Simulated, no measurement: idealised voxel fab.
Documented hereafter: the process module known as voxel gate over fins.
250 nm wide, 5 nm square cells: that's cross-section cut.
A cross-section is a grid of square cells, given in bands from the top down. A band is one or more rows of cells.
Read a band's entry like this: the first values are the height of its top and the height of its bottom in nm, and what follows is the sequence of materials from left to right, each with its width in nm. Note that "blank" is empty space, and that a single material marked "throughout" reaches across the band from edge to edge.
Height 0 is the level under which the wafer as received is all one material. The lowest band goes on downwards, as in "top 0, no bottom".
You'd read "30 to 40" like this: the band's top row of cells is as wide as the first number, its bottom row is as wide as the second, and going down, every row changes width by the same amount as the row before did.
Step marked "nothing altered"? Then no cell in the cross-section changed in it.
The list in "Closed cavities" covers empty spaces of 8 cells or more that cannot reach the top through any open way, and it gives each as width x height at distance; the distance is from the left edge, and width, height and distance are in nm.
after a step's settings: what the simulator itself notes on the step
For masked steps, "overlay nm" on the step line gives how far right of plan the mask actually lay; a minus sign means it lay to the left.
-- Process steps (planned)
1: RECEIVE, material Si
2: CONFORMAL_DEP, material SiN, thk nm 5
3: MASKED_ETCH, tone cover, mask id FINS, width nm 15, pitch nm 55, etch materials SiN, depth nm 5, overlay nm 0
4: MASKED_ETCH, tone cover, mask id FINS, width nm 15, pitch nm 55, etch materials Si, depth nm 40, overlay nm 0
5: OXIDIZE, depth nm 5
6: FILL_DEP, material SiO2, thk nm 15
7: CMP, height nm 5
8: MASKED_ETCH, tone open, mask id RAIL, width nm 15, etch materials SiO2, depth nm 40, overlay nm 0
9: CONFORMAL_DEP, material TiN, thk nm 5
10: FILL_DEP, material W, thk nm 10
11: CMP, height nm 5
12: SELECTIVE_ETCH, etch materials W Ru TiN, depth nm 30
13: FILL_DEP, material SiO2, thk nm 5
14: CMP, height nm 5
15: SELECTIVE_ETCH, etch materials SiO2, depth nm 20
16: STRIP, etch materials SiN
17: CONFORMAL_DEP, material HfO2, thk nm 5
18: CONFORMAL_DEP, material TiN, thk nm 5
19: FILL_DEP, material W, thk nm 10
20: CMP, height nm 15
21: CONFORMAL_DEP, material SiN, thk nm 5
-- The first of the two wafers, which ran as planned
-- Received-state cross-section, reflecting completion of step 1
- top 0, no bottom: Si throughout
- Closed cavities: none
-- Cross-section through the wafer, step 2 finished
- top 5, bottom 0: SiN throughout
- At heights below 0, the structure remains unaltered.
-- Cross-section through the wafer, step 3 finished
- top 5, bottom 0: blank=35, then SiN=15, then blank=40, then SiN=15, then blank=40, then SiN=15, then blank=40, then SiN=15, then blank=35
- At heights below 0, the structure remains unaltered.
-- Cross-section through the wafer, step 4 finished
- top 5, bottom 0: blank=35, then SiN=15, then blank=40, then SiN=15, then blank=40, then SiN=15, then blank=40, then SiN=15, then blank=35
- top 0, bottom -40: blank=35, then Si=15, then blank=40, then Si=15, then blank=40, then Si=15, then blank=40, then Si=15, then blank=35
- At heights below -40, the structure remains unaltered.
-- Cross-section through the wafer, step 5 finished
- top 5, bottom 0: blank=35, then SiN=15, then blank=40, then SiN=15, then blank=40, then SiN=15, then blank=40, then SiN=15, then blank=35
- top 0, bottom -40: blank=35, then SiO2=5, then Si=5, then SiO2=5, then blank=40, then SiO2=5, then Si=5, then SiO2=5, then blank=40, then SiO2=5, then Si=5, then SiO2=5, then blank=40, then SiO2=5, then Si=5, then SiO2=5, then blank=35
- top -40, bottom -45: SiO2=40, then Si=5, then SiO2=50, then Si=5, then SiO2=50, then Si=5, then SiO2=50, then Si=5, then SiO2=40
- At heights below -45, the structure remains unaltered.
-- Cross-section through the wafer, step 6 finished
- top 20, bottom 5: SiO2 throughout
- top 5, bottom 0: SiO2=35, then SiN=15, then SiO2=40, then SiN=15, then SiO2=40, then SiN=15, then SiO2=40, then SiN=15, then SiO2=35
- top 0, bottom -45: SiO2=40, then Si=5, then SiO2=50, then Si=5, then SiO2=50, then Si=5, then SiO2=50, then Si=5, then SiO2=40
- At heights below -45, the structure remains unaltered.
-- Cross-section through the wafer, step 7 finished
- top 5, bottom 0: SiO2=35, then SiN=15, then SiO2=40, then SiN=15, then SiO2=40, then SiN=15, then SiO2=40, then SiN=15, then SiO2=35
- At heights below 0, the structure remains unaltered.
-- Cross-section through the wafer, step 8 finished
- top 5, bottom 0: SiO2=35, then SiN=15, then SiO2=10, then blank=15, then SiO2=15, then SiN=15, then SiO2=40, then SiN=15, then SiO2=40, then SiN=15, then SiO2=35
- top 0, bottom -35: SiO2=40, then Si=5, then SiO2=15, then blank=15, then SiO2=20, then Si=5, then SiO2=50, then Si=5, then SiO2=50, then Si=5, then SiO2=40
- At heights below -35, the structure remains unaltered.
-- Cross-section through the wafer, step 9 finished
- top 10, bottom 5: TiN=65, then blank=5, then TiN=180
- top 5, bottom 0: SiO2=35, then SiN=15, then SiO2=10, then TiN=5, then blank=5, then TiN=5, then SiO2=15, then SiN=15, then SiO2=40, then SiN=15, then SiO2=40, then SiN=15, then SiO2=35
- top 0, bottom -30: SiO2=40, then Si=5, then SiO2=15, then TiN=5, then blank=5, then TiN=5, then SiO2=20, then Si=5, then SiO2=50, then Si=5, then SiO2=50, then Si=5, then SiO2=40
- top -30, bottom -35: SiO2=40, then Si=5, then SiO2=15, then TiN=15, then SiO2=20, then Si=5, then SiO2=50, then Si=5, then SiO2=50, then Si=5, then SiO2=40
- At heights below -35, the structure remains unaltered.
-- Cross-section through the wafer, step 10 finished
- top 20, bottom 10: W throughout
- top 10, bottom 5: TiN=65, then W=5, then TiN=180
- top 5, bottom 0: SiO2=35, then SiN=15, then SiO2=10, then TiN=5, then W=5, then TiN=5, then SiO2=15, then SiN=15, then SiO2=40, then SiN=15, then SiO2=40, then SiN=15, then SiO2=35
- top 0, bottom -30: SiO2=40, then Si=5, then SiO2=15, then TiN=5, then W=5, then TiN=5, then SiO2=20, then Si=5, then SiO2=50, then Si=5, then SiO2=50, then Si=5, then SiO2=40
- At heights below -30, the structure remains unaltered.
-- Cross-section through the wafer, step 11 finished
- top 5, bottom 0: SiO2=35, then SiN=15, then SiO2=10, then TiN=5, then W=5, then TiN=5, then SiO2=15, then SiN=15, then SiO2=40, then SiN=15, then SiO2=40, then SiN=15, then SiO2=35
- At heights below 0, the structure remains unaltered.
-- Cross-section through the wafer, step 12 finished
- top 5, bottom 0: SiO2=35, then SiN=15, then SiO2=10, then blank=15, then SiO2=15, then SiN=15, then SiO2=40, then SiN=15, then SiO2=40, then SiN=15, then SiO2=35
- top 0, bottom -25: SiO2=40, then Si=5, then SiO2=15, then blank=15, then SiO2=20, then Si=5, then SiO2=50, then Si=5, then SiO2=50, then Si=5, then SiO2=40
- At heights below -25, the structure remains unaltered.
-- Cross-section through the wafer, step 13 finished
- top 10, bottom 5: SiO2 throughout
- top 5, bottom 0: SiO2=35, then SiN=15, then SiO2=40, then SiN=15, then SiO2=40, then SiN=15, then SiO2=40, then SiN=15, then SiO2=35
- top 0, bottom -25: SiO2=40, then Si=5, then SiO2=50, then Si=5, then SiO2=50, then Si=5, then SiO2=50, then Si=5, then SiO2=40
- At heights below -25, the structure remains unaltered.
-- Cross-section through the wafer, step 14 finished
- top 5, bottom 0: SiO2=35, then SiN=15, then SiO2=40, then SiN=15, then SiO2=40, then SiN=15, then SiO2=40, then SiN=15, then SiO2=35
- At heights below 0, the structure remains unaltered.
-- Cross-section through the wafer, step 15 finished
- top 5, bottom 0: blank=35, then SiN=15, then blank=40, then SiN=15, then blank=40, then SiN=15, then blank=40, then SiN=15, then blank=35
- top 0, bottom -15: blank=40, then Si=5, then blank=50, then Si=5, then blank=50, then Si=5, then blank=50, then Si=5, then blank=40
- At heights below -15, the structure remains unaltered.
-- Cross-section through the wafer, step 16 finished
- top 0, bottom -15: blank=40, then Si=5, then blank=50, then Si=5, then blank=50, then Si=5, then blank=50, then Si=5, then blank=40
- At heights below -15, the structure remains unaltered.
-- Cross-section through the wafer, step 17 finished
- top 5, bottom 0: blank=35, then HfO2=15, then blank=40, then HfO2=15, then blank=40, then HfO2=15, then blank=40, then HfO2=15, then blank=35
- top 0, bottom -10: blank=35, then HfO2=5, then Si=5, then HfO2=5, then blank=40, then HfO2=5, then Si=5, then HfO2=5, then blank=40, then HfO2=5, then Si=5, then HfO2=5, then blank=40, then HfO2=5, then Si=5, then HfO2=5, then blank=35
- top -10, bottom -15: HfO2=40, then Si=5, then HfO2=50, then Si=5, then HfO2=50, then Si=5, then HfO2=50, then Si=5, then HfO2=40
- At heights below -15, the structure remains unaltered.
-- Cross-section through the wafer, step 18 finished
- top 10, bottom 5: blank=30, then TiN=25, then blank=30, then TiN=25, then blank=30, then TiN=25, then blank=30, then TiN=25, then blank=30
- top 5, bottom 0: blank=30, then TiN=5, then HfO2=15, then TiN=5, then blank=30, then TiN=5, then HfO2=15, then TiN=5, then blank=30, then TiN=5, then HfO2=15, then TiN=5, then blank=30, then TiN=5, then HfO2=15, then TiN=5, then blank=30
- top 0, bottom -5: blank=30, then TiN=5, then HfO2=5, then Si=5, then HfO2=5, then TiN=5, then blank=30, then TiN=5, then HfO2=5, then Si=5, then HfO2=5, then TiN=5, then blank=30, then TiN=5, then HfO2=5, then Si=5, then HfO2=5, then TiN=5, then blank=30, then TiN=5, then HfO2=5, then Si=5, then HfO2=5, then TiN=5, then blank=30
- top -5, bottom -10: TiN=35, then HfO2=5, then Si=5, then HfO2=5, then TiN=40, then HfO2=5, then Si=5, then HfO2=5, then TiN=40, then HfO2=5, then Si=5, then HfO2=5, then TiN=40, then HfO2=5, then Si=5, then HfO2=5, then TiN=35
- At heights below -10, the structure remains unaltered.
-- Cross-section through the wafer, step 19 finished
- top 20, bottom 10: W throughout
- top 10, bottom 5: W=30, then TiN=25, then W=30, then TiN=25, then W=30, then TiN=25, then W=30, then TiN=25, then W=30
- top 5, bottom 0: W=30, then TiN=5, then HfO2=15, then TiN=5, then W=30, then TiN=5, then HfO2=15, then TiN=5, then W=30, then TiN=5, then HfO2=15, then TiN=5, then W=30, then TiN=5, then HfO2=15, then TiN=5, then W=30
- top 0, bottom -5: W=30, then TiN=5, then HfO2=5, then Si=5, then HfO2=5, then TiN=5, then W=30, then TiN=5, then HfO2=5, then Si=5, then HfO2=5, then TiN=5, then W=30, then TiN=5, then HfO2=5, then Si=5, then HfO2=5, then TiN=5, then W=30, then TiN=5, then HfO2=5, then Si=5, then HfO2=5, then TiN=5, then W=30
- At heights below -5, the structure remains unaltered.
-- Cross-section through the wafer, step 20 finished
- top 15, bottom 10: W throughout
- At heights below 10, the structure remains unaltered.
-- Cross-section through the wafer, step 21 finished
- top 20, bottom 15: SiN throughout
- At heights below 15, the structure remains unaltered.
-- Second wafer: same start and same plan as the first, one execution error; identical to the first through step 2
-- Second wafer shown in cross-section at the time step 3 was slated to end
- top 5, bottom 0: blank=30, then SiN=15, then blank=40, then SiN=15, then blank=40, then SiN=15, then blank=40, then SiN=15, then blank=40
- At heights below 0, the structure remains unaltered.
-- Second wafer shown in cross-section at the time step 4 was slated to end
- top 5, bottom 0: blank=30, then SiN=15, then blank=40, then SiN=15, then blank=40, then SiN=15, then blank=40, then SiN=15, then blank=40
- top 0, bottom -40: blank=30, then Si=20, then blank=35, then Si=20, then blank=35, then Si=20, then blank=35, then Si=20, then blank=35
- At heights below -40, the structure remains unaltered.
-- Second wafer shown in cross-section at the time step 5 was slated to end
- top 5, bottom 0: blank=30, then SiN=15, then blank=40, then SiN=15, then blank=40, then SiN=15, then blank=40, then SiN=15, then blank=40
- top 0, bottom -5: blank=30, then SiO2=5, then Si=5, then SiO2=10, then blank=35, then SiO2=5, then Si=5, then SiO2=10, then blank=35, then SiO2=5, then Si=5, then SiO2=10, then blank=35, then SiO2=5, then Si=5, then SiO2=10, then blank=35
- top -5, bottom -40: blank=30, then SiO2=5, then Si=10, then SiO2=5, then blank=35, then SiO2=5, then Si=10, then SiO2=5, then blank=35, then SiO2=5, then Si=10, then SiO2=5, then blank=35, then SiO2=5, then Si=10, then SiO2=5, then blank=35
- top -40, bottom -45: SiO2=35, then Si=10, then SiO2=45, then Si=10, then SiO2=45, then Si=10, then SiO2=45, then Si=10, then SiO2=40
- At heights below -45, the structure remains unaltered.
-- Second wafer shown in cross-section at the time step 6 was slated to end
- top 20, bottom 5: SiO2 throughout
- top 5, bottom 0: SiO2=30, then SiN=15, then SiO2=40, then SiN=15, then SiO2=40, then SiN=15, then SiO2=40, then SiN=15, then SiO2=40
- top 0, bottom -5: SiO2=35, then Si=5, then SiO2=50, then Si=5, then SiO2=50, then Si=5, then SiO2=50, then Si=5, then SiO2=45
- top -5, bottom -45: SiO2=35, then Si=10, then SiO2=45, then Si=10, then SiO2=45, then Si=10, then SiO2=45, then Si=10, then SiO2=40
- At heights below -45, the structure remains unaltered.
-- Second wafer shown in cross-section at the time step 7 was slated to end
- top 5, bottom 0: SiO2=30, then SiN=15, then SiO2=40, then SiN=15, then SiO2=40, then SiN=15, then SiO2=40, then SiN=15, then SiO2=40
- At heights below 0, the structure remains unaltered.
-- Second wafer shown in cross-section at the time step 8 was slated to end
- top 5, bottom 0: SiO2=30, then SiN=15, then SiO2=15, then blank=15, then SiO2=10, then SiN=15, then SiO2=40, then SiN=15, then SiO2=40, then SiN=15, then SiO2=40
- top 0, bottom -5: SiO2=35, then Si=5, then SiO2=20, then blank=15, then SiO2=15, then Si=5, then SiO2=50, then Si=5, then SiO2=50, then Si=5, then SiO2=45
- top -5, bottom -35: SiO2=35, then Si=10, then SiO2=15, then blank=15, then SiO2=15, then Si=10, then SiO2=45, then Si=10, then SiO2=45, then Si=10, then SiO2=40
- At heights below -35, the structure remains unaltered.
-- Second wafer shown in cross-section at the time step 9 was slated to end
- top 10, bottom 5: TiN=65, then blank=5, then TiN=180
- top 5, bottom 0: SiO2=30, then SiN=15, then SiO2=15, then TiN=5, then blank=5, then TiN=5, then SiO2=10, then SiN=15, then SiO2=40, then SiN=15, then SiO2=40, then SiN=15, then SiO2=40
- top 0, bottom -5: SiO2=35, then Si=5, then SiO2=20, then TiN=5, then blank=5, then TiN=5, then SiO2=15, then Si=5, then SiO2=50, then Si=5, then SiO2=50, then Si=5, then SiO2=45
- top -5, bottom -30: SiO2=35, then Si=10, then SiO2=15, then TiN=5, then blank=5, then TiN=5, then SiO2=15, then Si=10, then SiO2=45, then Si=10, then SiO2=45, then Si=10, then SiO2=40
- top -30, bottom -35: SiO2=35, then Si=10, then SiO2=15, then TiN=15, then SiO2=15, then Si=10, then SiO2=45, then Si=10, then SiO2=45, then Si=10, then SiO2=40
- At heights below -35, the structure remains unaltered.
-- Second wafer shown in cross-section at the time step 10 was slated to end
- top 20, bottom 10: W throughout
- top 10, bottom 5: TiN=65, then W=5, then TiN=180
- top 5, bottom 0: SiO2=30, then SiN=15, then SiO2=15, then TiN=5, then W=5, then TiN=5, then SiO2=10, then SiN=15, then SiO2=40, then SiN=15, then SiO2=40, then SiN=15, then SiO2=40
- top 0, bottom -5: SiO2=35, then Si=5, then SiO2=20, then TiN=5, then W=5, then TiN=5, then SiO2=15, then Si=5, then SiO2=50, then Si=5, then SiO2=50, then Si=5, then SiO2=45
- top -5, bottom -30: SiO2=35, then Si=10, then SiO2=15, then TiN=5, then W=5, then TiN=5, then SiO2=15, then Si=10, then SiO2=45, then Si=10, then SiO2=45, then Si=10, then SiO2=40
- At heights below -30, the structure remains unaltered.
-- Second wafer shown in cross-section at the time step 11 was slated to end
- top 5, bottom 0: SiO2=30, then SiN=15, then SiO2=15, then TiN=5, then W=5, then TiN=5, then SiO2=10, then SiN=15, then SiO2=40, then SiN=15, then SiO2=40, then SiN=15, then SiO2=40
- At heights below 0, the structure remains unaltered.
-- Second wafer shown in cross-section at the time step 12 was slated to end
- top 5, bottom 0: SiO2=30, then SiN=15, then SiO2=15, then blank=15, then SiO2=10, then SiN=15, then SiO2=40, then SiN=15, then SiO2=40, then SiN=15, then SiO2=40
- top 0, bottom -5: SiO2=35, then Si=5, then SiO2=20, then blank=15, then SiO2=15, then Si=5, then SiO2=50, then Si=5, then SiO2=50, then Si=5, then SiO2=45
- top -5, bottom -25: SiO2=35, then Si=10, then SiO2=15, then blank=15, then SiO2=15, then Si=10, then SiO2=45, then Si=10, then SiO2=45, then Si=10, then SiO2=40
- At heights below -25, the structure remains unaltered.
-- Second wafer shown in cross-section at the time step 13 was slated to end
- top 10, bottom 5: SiO2 throughout
- top 5, bottom 0: SiO2=30, then SiN=15, then SiO2=40, then SiN=15, then SiO2=40, then SiN=15, then SiO2=40, then SiN=15, then SiO2=40
- top 0, bottom -5: SiO2=35, then Si=5, then SiO2=50, then Si=5, then SiO2=50, then Si=5, then SiO2=50, then Si=5, then SiO2=45
- top -5, bottom -25: SiO2=35, then Si=10, then SiO2=45, then Si=10, then SiO2=45, then Si=10, then SiO2=45, then Si=10, then SiO2=40
- At heights below -25, the structure remains unaltered.
-- Second wafer shown in cross-section at the time step 14 was slated to end
- top 5, bottom 0: SiO2=30, then SiN=15, then SiO2=40, then SiN=15, then SiO2=40, then SiN=15, then SiO2=40, then SiN=15, then SiO2=40
- At heights below 0, the structure remains unaltered.
-- Second wafer shown in cross-section at the time step 15 was slated to end
- top 5, bottom 0: blank=30, then SiN=15, then blank=40, then SiN=15, then blank=40, then SiN=15, then blank=40, then SiN=15, then blank=40
- top 0, bottom -5: blank=35, then Si=5, then blank=50, then Si=5, then blank=50, then Si=5, then blank=50, then Si=5, then blank=45
- top -5, bottom -15: blank=35, then Si=10, then blank=45, then Si=10, then blank=45, then Si=10, then blank=45, then Si=10, then blank=40
- At heights below -15, the structure remains unaltered.
-- Second wafer shown in cross-section at the time step 16 was slated to end
- top 0, bottom -5: blank=35, then Si=5, then blank=50, then Si=5, then blank=50, then Si=5, then blank=50, then Si=5, then blank=45
- At heights below -5, the structure remains unaltered.
-- Second wafer shown in cross-section at the time step 17 was slated to end
- top 5, bottom 0: blank=30, then HfO2=15, then blank=40, then HfO2=15, then blank=40, then HfO2=15, then blank=40, then HfO2=15, then blank=40
- top 0, bottom -10: blank=30, then HfO2=5, then Si=5 to 10, then HfO2=10 to 5, then blank=35, then HfO2=5, then Si=5 to 10, then HfO2=10 to 5, then blank=35, then HfO2=5, then Si=5 to 10, then HfO2=10 to 5, then blank=35, then HfO2=5, then Si=5 to 10, then HfO2=10 to 5, then blank=35
- top -10, bottom -15: HfO2=35, then Si=10, then HfO2=45, then Si=10, then HfO2=45, then Si=10, then HfO2=45, then Si=10, then HfO2=40
- At heights below -15, the structure remains unaltered.
-- Second wafer shown in cross-section at the time step 18 was slated to end
- top 10, bottom 5: blank=25, then TiN=25, then blank=30, then TiN=25, then blank=30, then TiN=25, then blank=30, then TiN=25, then blank=35
- top 5, bottom 0: blank=25, then TiN=5, then HfO2=15, then TiN=10, then blank=25, then TiN=5, then HfO2=15, then TiN=10, then blank=25, then TiN=5, then HfO2=15, then TiN=10, then blank=25, then TiN=5, then HfO2=15, then TiN=10, then blank=30
- top 0, bottom -5: blank=25, then TiN=5, then HfO2=5, then Si=5, then HfO2=10, then TiN=5, then blank=25, then TiN=5, then HfO2=5, then Si=5, then HfO2=10, then TiN=5, then blank=25, then TiN=5, then HfO2=5, then Si=5, then HfO2=10, then TiN=5, then blank=25, then TiN=5, then HfO2=5, then Si=5, then HfO2=10, then TiN=5, then blank=30
- top -5, bottom -10: TiN=30, then HfO2=5, then Si=10, then HfO2=5, then TiN=35, then HfO2=5, then Si=10, then HfO2=5, then TiN=35, then HfO2=5, then Si=10, then HfO2=5, then TiN=35, then HfO2=5, then Si=10, then HfO2=5, then TiN=35
- At heights below -10, the structure remains unaltered.
-- Second wafer shown in cross-section at the time step 19 was slated to end
- top 20, bottom 10: W throughout
- top 10, bottom 5: W=25, then TiN=25, then W=30, then TiN=25, then W=30, then TiN=25, then W=30, then TiN=25, then W=35
- top 5, bottom 0: W=25, then TiN=5, then HfO2=15, then TiN=10, then W=25, then TiN=5, then HfO2=15, then TiN=10, then W=25, then TiN=5, then HfO2=15, then TiN=10, then W=25, then TiN=5, then HfO2=15, then TiN=10, then W=30
- top 0, bottom -5: W=25, then TiN=5, then HfO2=5, then Si=5, then HfO2=10, then TiN=5, then W=25, then TiN=5, then HfO2=5, then Si=5, then HfO2=10, then TiN=5, then W=25, then TiN=5, then HfO2=5, then Si=5, then HfO2=10, then TiN=5, then W=25, then TiN=5, then HfO2=5, then Si=5, then HfO2=10, then TiN=5, then W=30
- At heights below -5, the structure remains unaltered.
-- Second wafer shown in cross-section at the time step 20 was slated to end
- top 15, bottom 10: W throughout
- At heights below 10, the structure remains unaltered.
-- Second wafer shown in cross-section at the time step 21 was slated to end
- top 20, bottom 15: SiN throughout
- At heights below 15, the structure remains unaltered.
What was the processing mistake? heads up, step 3 didn't go per plan, it actually ran as MASKED_ETCH, tone cover, mask id FINS, width nm 15, pitch nm 55, etch materials SiN, depth nm 5, overlay nm -5
Upon completion, the second wafer contains, in terms of cells, a greater or smaller amount of certain materials than the first wafer: +32 Si, -24 SiO2, -8 W
